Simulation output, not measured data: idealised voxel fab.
The process module presented herein is designated voxel plated lines.
Shown is cross-section cut, with a width of 275 nm and square cells of size 5 nm.
Think of the cross-section as a grid of square cells. We describe it in bands, top to bottom, and each band covers one or more rows of those cells.
Each band's line starts with the height of the band's top and of its bottom, in nm. Then come its materials from left to right, each with its width in nm. One material with "all across" fills the band from edge to edge. "blank" is empty space.
Counting heights begins at 0, where everything beneath is, in the wafer as received, one material. The lowest band has no bottom; it goes on downwards, as "0 nm and below" shows.
Note: "30..40" means the width goes from the first number (top row of the band) to the second number (bottom row) in equal steps per row of cells.
Basically "remained the same" means that step didn't change any cell in the cross-section.
Heads up: "Closed empty spaces" only lists the empty pockets with no open path to the top that are 8 cells or more, and it writes them as width x height at distance, distance from the left edge, in nm.
What comes after the settings on a step's line is commentary from the simulator itself on that step.
overlay nm: step with mask; distance mask lay right of planned place; negative value = left of planned place.
Heads up before you read on: it's before/after pairs around one process step each, after side only down to the lowest band that changed, step plus settings under the pair. Pairs can be from different runs of this module, same starting wafer, so only chain a pair onto the one above if its "State before step" entry says so.
## State before step
> 0 nm and below | Si all across
> Closed empty spaces: none
## Post-Step Cross-Section
> 5 nm to 0 nm | Al2O3 all across
> Nothing below the height 0 has changed.
> Closed empty spaces: none
Between the two cross-sections you see above, the step is CONFORMAL_DEP, material Al2O3, thk nm 5
State before step: the pre-step structure is the one depicted after the step in the pair just above.
## Post-Step Cross-Section
> 10 nm to 5 nm | TiN all across
> Nothing below the height 5 has changed.
> Closed empty spaces: none
Between the two cross-sections you see above, the step is DIRECTIONAL_DEP, material TiN, thk nm 5
State before step: the pre-step structure is the one depicted after the step in the pair just above.
## Post-Step Cross-Section
> 35 nm to 10 nm | 100 resist / 30 blank / 15 resist / 30 blank / 100 resist
> Nothing below the height 10 has changed.
> Closed empty spaces: none
Between the two cross-sections you see above, the step is PATTERN, tone open, mask id LINES, material resist, width nm 30, pitch nm 45, thk nm 25, overlay nm 0
State before step: the pre-step structure is the one depicted after the step in the pair just above.
## Post-Step Cross-Section
> 35 nm to 20 nm | 100 resist / 30 blank / 15 resist / 30 blank / 100 resist
> 20 nm to 10 nm | 100 resist / 30 Ru / 15 resist / 30 Ru / 100 resist
> Nothing below the height 10 has changed.
> Closed empty spaces: none
Between the two cross-sections you see above, the step is EPI, material Ru, thk nm 10
State before step: the pre-step structure is the one depicted after the step in the pair just above.
## Post-Step Cross-Section
> 35 nm to 30 nm | 100 resist / 30 blank / 15 resist / 30 blank / 100 resist
> 30 nm to 10 nm | 100 resist / 30 Ru / 15 resist / 30 Ru / 100 resist
> Nothing below the height 10 has changed.
> Closed empty spaces: none
Between the two cross-sections you see above, the step is EPI, material Ru, thk nm 10
State before step: the pre-step structure is the one depicted after the step in the pair just above.
## Post-Step Cross-Section
> 30 nm to 10 nm | 100 blank / 30 Ru / 15 blank / 30 Ru / 100 blank
> Nothing below the height 10 has changed.
> Closed empty spaces: none
Between the two cross-sections you see above, the step is STRIP, etch materials resist
State before step: the pre-step structure is the one depicted after the step in the pair just above.
## Post-Step Cross-Section
> 30 nm to 10 nm | 100 blank / 30 Ru / 15 blank / 30 Ru / 100 blank
> 10 nm to 5 nm | 100 blank / 30 TiN / 15 blank / 30 TiN / 100 blank
> Nothing below the height 5 has changed.
> Closed empty spaces: none
Between the two cross-sections you see above, the step is DIRECTIONAL_ETCH, etch materials TiN, depth nm 5
State before step: the pre-step structure is the one depicted after the step in the pair just above.
## Post-Step Cross-Section
> 35 nm to 30 nm | 95 blank / 40 SiO2 / 5 blank / 40 SiO2 / 95 blank
> 30 nm to 10 nm | 95 blank / 5 SiO2 / 30 Ru / 5 SiO2 / 5 blank / 5 SiO2 / 30 Ru / 5 SiO2 / 95 blank
> 10 nm to 5 nm | 100 SiO2 / 30 TiN / 15 SiO2 / 30 TiN / 100 SiO2
> Nothing below the height 5 has changed.
> Closed empty spaces: none
Between the two cross-sections you see above, the step is CONFORMAL_DEP, material SiO2, thk nm 5
## State before step
> 35 nm to 20 nm | 100 resist / 30 blank / 15 resist / 30 blank / 100 resist
> 20 nm to 10 nm | 100 resist / 30 Ru / 15 resist / 30 Ru / 100 resist
> 10 nm to 5 nm | TiN all across
> 5 nm to 0 nm | Al2O3 all across
> 0 nm and below | Si all across
> Closed empty spaces: none
## Post-Step Cross-Section
> 20 nm to 10 nm | 100 blank / 30 Ru / 15 blank / 30 Ru / 100 blank
> Nothing below the height 10 has changed.
> Closed empty spaces: none
Between the two cross-sections you see above, the step is STRIP, etch materials resist
State before step: the pre-step structure is the one depicted after the step in the pair just above.
## Post-Step Cross-Section
> 20 nm to 10 nm | 100 blank / 30 Ru / 15 blank / 30 Ru / 100 blank
> 10 nm to 5 nm | 100 blank / 30 TiN / 15 blank / 30 TiN / 100 blank
> Nothing below the height 5 has changed.
> Closed empty spaces: none
Between the two cross-sections you see above, the step is DIRECTIONAL_ETCH, etch materials TiN, depth nm 5
State before step: the pre-step structure is the one depicted after the step in the pair just above.
## Post-Step Cross-Section
> 25 nm to 20 nm | 95 blank / 40 SiO2 / 5 blank / 40 SiO2 / 95 blank
> 20 nm to 10 nm | 95 blank / 5 SiO2 / 30 Ru / 5 SiO2 / 5 blank / 5 SiO2 / 30 Ru / 5 SiO2 / 95 blank
> 10 nm to 5 nm | 100 SiO2 / 30 TiN / 15 SiO2 / 30 TiN / 100 SiO2
> Nothing below the height 5 has changed.
> Closed empty spaces: none
Between the two cross-sections you see above, the step is CONFORMAL_DEP, material SiO2, thk nm 5
## State before step
> 35 nm to 30 nm | 100 resist / 30 blank / 15 resist / 30 blank / 100 resist
> 30 nm to 10 nm | 100 resist / 30 Ru / 15 resist / 30 Ru / 100 resist
> 10 nm to 5 nm | TiN all across
> 5 nm to 0 nm | Al2O3 all across
> 0 nm and below | Si all across
> Closed empty spaces: none
## Post-Step Cross-Section
> 40 nm to 35 nm | 95 blank / 40 Ru / 5 blank / 40 Ru / 95 blank
> 35 nm to 10 nm | 100 resist / 30 Ru / 15 resist / 30 Ru / 100 resist
> Nothing below the height 10 has changed.
> Closed empty spaces: none
Between the two cross-sections you see above, the step is EPI, material Ru, thk nm 10
State before step: the pre-step structure is the one depicted after the step in the pair just above.
## Post-Step Cross-Section
> 40 nm to 35 nm | 95 blank / 40 Ru / 5 blank / 40 Ru / 95 blank
> 35 nm to 10 nm | 100 blank / 30 Ru / 15 blank / 30 Ru / 100 blank
> Nothing below the height 10 has changed.
> Closed empty spaces: none
Between the two cross-sections you see above, the step is STRIP, etch materials resist
State before step: the pre-step structure is the one depicted after the step in the pair just above.
## Post-Step Cross-Section
> 40 nm to 35 nm | 95 blank / 40 Ru / 5 blank / 40 Ru / 95 blank
> 35 nm to 10 nm | 100 blank / 30 Ru / 15 blank / 30 Ru / 100 blank
> 10 nm to 5 nm | 95 blank / 40 TiN / 5 blank / 40 TiN / 95 blank
> Nothing below the height 5 has changed.
> Closed empty spaces: none
Between the two cross-sections you see above, the step is DIRECTIONAL_ETCH, etch materials TiN, depth nm 5
State before step: the pre-step structure is the one depicted after the step in the pair just above.
## Post-Step Cross-Section
> 45 nm to 40 nm | 90 blank / 95 SiO2 / 90 blank
> 40 nm to 30 nm | 90 blank / 5..10 SiO2 / 40..30 Ru / 5..15 SiO2 / 40..30 Ru / 5..10 SiO2 / 90 blank
> 30 nm to 15 nm | 95 blank / 5 SiO2 / 30 Ru / 5 SiO2 / 5 blank / 5 SiO2 / 30 Ru / 5 SiO2 / 95 blank
> 15 nm to 10 nm | 90 blank / 10 SiO2 / 30 Ru / 15 SiO2 / 30 Ru / 10 SiO2 / 90 blank
> 10 nm to 5 nm | 95 SiO2 / 40 TiN / 5 SiO2 / 40 TiN / 95 SiO2
> Nothing below the height 5 has changed.
> Closed empty spaces: none
Between the two cross-sections you see above, the step is CONFORMAL_DEP, material SiO2, thk nm 5
## State before step
> 20 nm to 10 nm | 100 blank / 30 Ru / 15 blank / 30 Ru / 100 blank
> 10 nm to 5 nm | TiN all across
> 5 nm to 0 nm | Al2O3 all across
> 0 nm and below | Si all across
> Closed empty spaces: none
## Post-Step Cross-Section
> 30 nm to 20 nm | 90 blank / 95 Ru / 90 blank
> 20 nm to 10 nm | Ru all across
> Nothing below the height 10 has changed.
> Closed empty spaces: none
Between the two cross-sections you see above, the step is EPI, material Ru, thk nm 10
State before step: the pre-step structure is the one depicted after the step in the pair just above.
## Post-Step Cross-Section
> 35 nm to 30 nm | 85 blank / 105 SiO2 / 85 blank
> 30 nm to 25 nm | 85 blank / 5 SiO2 / 95 Ru / 5 SiO2 / 85 blank
> 25 nm to 20 nm | 90 SiO2 / 95 Ru / 90 SiO2
> Nothing below the height 20 has changed.
> Closed empty spaces: none
Between the two cross-sections you see above, the step is CONFORMAL_DEP, material SiO2, thk nm 5
## State before step
> 0 nm and below | Si all across
> Closed empty spaces: none
## Post-Step Cross-Section
> 15 nm to 0 nm | Al2O3 all across
> Nothing below the height 0 has changed.
> Closed empty spaces: none
Between the two cross-sections you see above, the step is CONFORMAL_DEP, material Al2O3, thk nm 15
State before step: the pre-step structure is the one depicted after the step in the pair just above.
## Post-Step Cross-Section
> 20 nm to 15 nm | TiN all across
> Nothing below the height 15 has changed.
> Closed empty spaces: none
Between the two cross-sections you see above, the step is DIRECTIONAL_DEP, material TiN, thk nm 5
State before step: the pre-step structure is the one depicted after the step in the pair just above.
## Post-Step Cross-Section
> 45 nm to 20 nm | 100 resist / 30 blank / 15 resist / 30 blank / 100 resist
> Nothing below the height 20 has changed.
> Closed empty spaces: none
Between the two cross-sections you see above, the step is PATTERN, tone open, mask id LINES, material resist, width nm 30, pitch nm 45, thk nm 25, overlay nm 0
State before step: the pre-step structure is the one depicted after the step in the pair just above.
## Post-Step Cross-Section
> 45 nm to 30 nm | 100 resist / 30 blank / 15 resist / 30 blank / 100 resist
> 30 nm to 20 nm | 100 resist / 30 Ru / 15 resist / 30 Ru / 100 resist
> Nothing below the height 20 has changed.
> Closed empty spaces: none
Between the two cross-sections you see above, the step is EPI, material Ru, thk nm 10
State before step: the pre-step structure is the one depicted after the step in the pair just above.
## Post-Step Cross-Section
> 45 nm to 40 nm | 100 resist / 30 blank / 15 resist / 30 blank / 100 resist
> 40 nm to 20 nm | 100 resist / 30 Ru / 15 resist / 30 Ru / 100 resist
> Nothing below the height 20 has changed.
> Closed empty spaces: none
Between the two cross-sections you see above, the step is EPI, material Ru, thk nm 10
State before step: the pre-step structure is the one depicted after the step in the pair just above.
## Post-Step Cross-Section
> 40 nm to 20 nm | 100 blank / 30 Ru / 15 blank / 30 Ru / 100 blank
> Nothing below the height 20 has changed.
> Closed empty spaces: none
Between the two cross-sections you see above, the step is STRIP, etch materials resist
State before step: the pre-step structure is the one depicted after the step in the pair just above.
## Post-Step Cross-Section
> 40 nm to 20 nm | 100 blank / 30 Ru / 15 blank / 30 Ru / 100 blank
> 20 nm to 15 nm | 100 blank / 30 TiN / 15 blank / 30 TiN / 100 blank
> Nothing below the height 15 has changed.
> Closed empty spaces: none
Between the two cross-sections you see above, the step is DIRECTIONAL_ETCH, etch materials TiN, depth nm 5
State before step: the pre-step structure is the one depicted after the step in the pair just above.
## Post-Step Cross-Section
> 45 nm to 40 nm | 95 blank / 40 SiO2 / 5 blank / 40 SiO2 / 95 blank
> 40 nm to 20 nm | 95 blank / 5 SiO2 / 30 Ru / 5 SiO2 / 5 blank / 5 SiO2 / 30 Ru / 5 SiO2 / 95 blank
> 20 nm to 15 nm | 100 SiO2 / 30 TiN / 15 SiO2 / 30 TiN / 100 SiO2
> Nothing below the height 15 has changed.
> Closed empty spaces: none
Between the two cross-sections you see above, the step is CONFORMAL_DEP, material SiO2, thk nm 5
## State before step
> 10 nm to 5 nm | TiN all across
> 5 nm to 0 nm | Al2O3 all across
> 0 nm and below | Si all across
> Closed empty spaces: none
## Post-Step Cross-Section
> 35 nm to 10 nm | 105 resist / 25 blank / 20 resist / 25 blank / 100 resist
> Nothing below the height 10 has changed.
> Closed empty spaces: none
Between the two cross-sections you see above, the step is PATTERN, tone open, mask id LINES, material resist, width nm 25, pitch nm 45, thk nm 25, overlay nm 0
State before step: the pre-step structure is the one depicted after the step in the pair just above.
## Post-Step Cross-Section
> 35 nm to 20 nm | 105 resist / 25 blank / 20 resist / 25 blank / 100 resist
> 20 nm to 10 nm | 105 resist / 25 Ru / 20 resist / 25 Ru / 100 resist
> Nothing below the height 10 has changed.
> Closed empty spaces: none
Between the two cross-sections you see above, the step is EPI, material Ru, thk nm 10
State before step: the pre-step structure is the one depicted after the step in the pair just above.
## Post-Step Cross-Section
> 35 nm to 30 nm | 105 resist / 25 blank / 20 resist / 25 blank / 100 resist
> 30 nm to 10 nm | 105 resist / 25 Ru / 20 resist / 25 Ru / 100 resist
> Nothing below the height 10 has changed.
> Closed empty spaces: none
Between the two cross-sections you see above, the step is EPI, material Ru, thk nm 10
State before step: the pre-step structure is the one depicted after the step in the pair just above.
## Post-Step Cross-Section
> 30 nm to 10 nm | 105 blank / 25 Ru / 20 blank / 25 Ru / 100 blank
> Nothing below the height 10 has changed.
> Closed empty spaces: none
Between the two cross-sections you see above, the step is STRIP, etch materials resist
State before step: the pre-step structure is the one depicted after the step in the pair just above.
## Post-Step Cross-Section
> 30 nm to 10 nm | 105 blank / 25 Ru / 20 blank / 25 Ru / 100 blank
> 10 nm to 5 nm | 105 blank / 25 TiN / 20 blank / 25 TiN / 100 blank
> Nothing below the height 5 has changed.
> Closed empty spaces: none
Between the two cross-sections you see above, the step is DIRECTIONAL_ETCH, etch materials TiN, depth nm 5
State before step: the pre-step structure is the one depicted after the step in the pair just above.
## Post-Step Cross-Section
> 35 nm to 30 nm | 100 blank / 35 SiO2 / 10 blank / 35 SiO2 / 95 blank
> 30 nm to 10 nm | 100 blank / 5 SiO2 / 25 Ru / 5 SiO2 / 10 blank / 5 SiO2 / 25 Ru / 5 SiO2 / 95 blank
> 10 nm to 5 nm | 105 SiO2 / 25 TiN / 20 SiO2 / 25 TiN / 100 SiO2
> Nothing below the height 5 has changed.
> Closed empty spaces: none
Between the two cross-sections you see above, the step is CONFORMAL_DEP, material SiO2, thk nm 5
## State before step
> 10 nm to 5 nm | TiN all across
> 5 nm to 0 nm | Al2O3 all across
> 0 nm and below | Si all across
> Closed empty spaces: none
## Post-Step Cross-Section
> 35 nm to 10 nm | 95 resist / 30 blank / 15 resist / 30 blank / 105 resist
> Nothing below the height 10 has changed.
> Closed empty spaces: none
Between the two cross-sections you see above, the step is PATTERN, tone open, mask id LINES, material resist, width nm 30, pitch nm 45, thk nm 25, overlay nm -5
State before step: the pre-step structure is the one depicted after the step in the pair just above.
## Post-Step Cross-Section
> 35 nm to 20 nm | 95 resist / 30 blank / 15 resist / 30 blank / 105 resist
> 20 nm to 10 nm | 95 resist / 30 Ru / 15 resist / 30 Ru / 105 resist
> Nothing below the height 10 has changed.
> Closed empty spaces: none
Between the two cross-sections you see above, the step is EPI, material Ru, thk nm 10
State before step: the pre-step structure is the one depicted after the step in the pair just above.
## Post-Step Cross-Section
> 35 nm to 30 nm | 95 resist / 30 blank / 15 resist / 30 blank / 105 resist
> 30 nm to 10 nm | 95 resist / 30 Ru / 15 resist / 30 Ru / 105 resist
> Nothing below the height 10 has changed.
> Closed empty spaces: none
Between the two cross-sections you see above, the step is EPI, material Ru, thk nm 10
State before step: the pre-step structure is the one depicted after the step in the pair just above.
## Post-Step Cross-Section
> 30 nm to 10 nm | 95 blank / 30 Ru / 15 blank / 30 Ru / 105 blank
> Nothing below the height 10 has changed.
> Closed empty spaces: none
Between the two cross-sections you see above, the step is STRIP, etch materials resist
State before step: the pre-step structure is the one depicted after the step in the pair just above.
## Post-Step Cross-Section
> 30 nm to 10 nm | 95 blank / 30 Ru / 15 blank / 30 Ru / 105 blank
> 10 nm to 5 nm | 95 blank / 30 TiN / 15 blank / 30 TiN / 105 blank
> Nothing below the height 5 has changed.
> Closed empty spaces: none
Between the two cross-sections you see above, the step is DIRECTIONAL_ETCH, etch materials TiN, depth nm 5
State before step: the pre-step structure is the one depicted after the step in the pair just above.
## Post-Step Cross-Section
> 35 nm to 30 nm | 90 blank / 40 SiO2 / 5 blank / 40 SiO2 / 100 blank
> 30 nm to 10 nm | 90 blank / 5 SiO2 / 30 Ru / 5 SiO2 / 5 blank / 5 SiO2 / 30 Ru / 5 SiO2 / 100 blank
> 10 nm to 5 nm | 95 SiO2 / 30 TiN / 15 SiO2 / 30 TiN / 105 SiO2
> Nothing below the height 5 has changed.
> Closed empty spaces: none
Between the two cross-sections you see above, the step is CONFORMAL_DEP, material SiO2, thk nm 5
## State before step
> 30 nm to 10 nm | 100 blank / 30 Ru / 15 blank / 30 Ru / 100 blank
> 10 nm to 5 nm | 100 blank / 30 TiN / 15 blank / 30 TiN / 100 blank
> 5 nm to 0 nm | Al2O3 all across
> 0 nm and below | Si all across
> Closed empty spaces: none
## Post-Step Cross-Section
> 35 nm to 10 nm | 95 blank / 40 Ru / 5 blank / 40 Ru / 95 blank
> 10 nm to 5 nm | 100 Ru / 30 TiN / 15 Ru / 30 TiN / 100 Ru
> Nothing below the height 5 has changed.
> Closed empty spaces: none
Between the two cross-sections you see above, the step is CONFORMAL_DEP, material Ru, thk nm 5
## State before step
> 10 nm to 5 nm | TiN all across
> 5 nm to 0 nm | Al2O3 all across
> 0 nm and below | Si all across
> Closed empty spaces: none
## Post-Step Cross-Section
> 35 nm to 10 nm | 100 blank / 30 resist / 15 blank / 30 resist / 100 blank
> Nothing below the height 10 has changed.
> Closed empty spaces: none
Between the two cross-sections you see above, the step is PATTERN, tone cover, mask id LINES, material resist, width nm 30, pitch nm 45, thk nm 25, overlay nm 0
State before step: the pre-step structure is the one depicted after the step in the pair just above.
## Post-Step Cross-Section
> 35 nm to 20 nm | 100 blank / 30 resist / 15 blank / 30 resist / 100 blank
> 20 nm to 10 nm | 100 Ru / 30 resist / 15 Ru / 30 resist / 100 Ru
> Nothing below the height 10 has changed.
> Closed empty spaces: none
Between the two cross-sections you see above, the step is EPI, material Ru, thk nm 10
State before step: the pre-step structure is the one depicted after the step in the pair just above.
## Post-Step Cross-Section
> 35 nm to 30 nm | 100 blank / 30 resist / 15 blank / 30 resist / 100 blank
> 30 nm to 10 nm | 100 Ru / 30 resist / 15 Ru / 30 resist / 100 Ru
> Nothing below the height 10 has changed.
> Closed empty spaces: none
Between the two cross-sections you see above, the step is EPI, material Ru, thk nm 10
State before step: the pre-step structure is the one depicted after the step in the pair just above.
## Post-Step Cross-Section
> 30 nm to 10 nm | 100 Ru / 30 blank / 15 Ru / 30 blank / 100 Ru
> Nothing below the height 10 has changed.
> Closed empty spaces: none
Between the two cross-sections you see above, the step is STRIP, etch materials resist
State before step: the pre-step structure is the one depicted after the step in the pair just above.
## Post-Step Cross-Section
> 30 nm to 10 nm | 100 Ru / 30 blank / 15 Ru / 30 blank / 100 Ru
> 10 nm to 5 nm | 100 TiN / 30 blank / 15 TiN / 30 blank / 100 TiN
> Nothing below the height 5 has changed.
> Closed empty spaces: none
Between the two cross-sections you see above, the step is DIRECTIONAL_ETCH, etch materials TiN, depth nm 5
State before step: the pre-step structure is the one depicted after the step in the pair just above.
## Post-Step Cross-Section
> 35 nm to 30 nm | 105 SiO2 / 20 blank / 25 SiO2 / 20 blank / 105 SiO2
> 30 nm to 10 nm | 100 Ru / 5 SiO2 / 20 blank / 5 SiO2 / 15 Ru / 5 SiO2 / 20 blank / 5 SiO2 / 100 Ru
> 10 nm to 5 nm | 100 TiN / 30 SiO2 / 15 TiN / 30 SiO2 / 100 TiN
> Nothing below the height 5 has changed.
> Closed empty spaces: none
Between the two cross-sections you see above, the step is CONFORMAL_DEP, material SiO2, thk nm 5
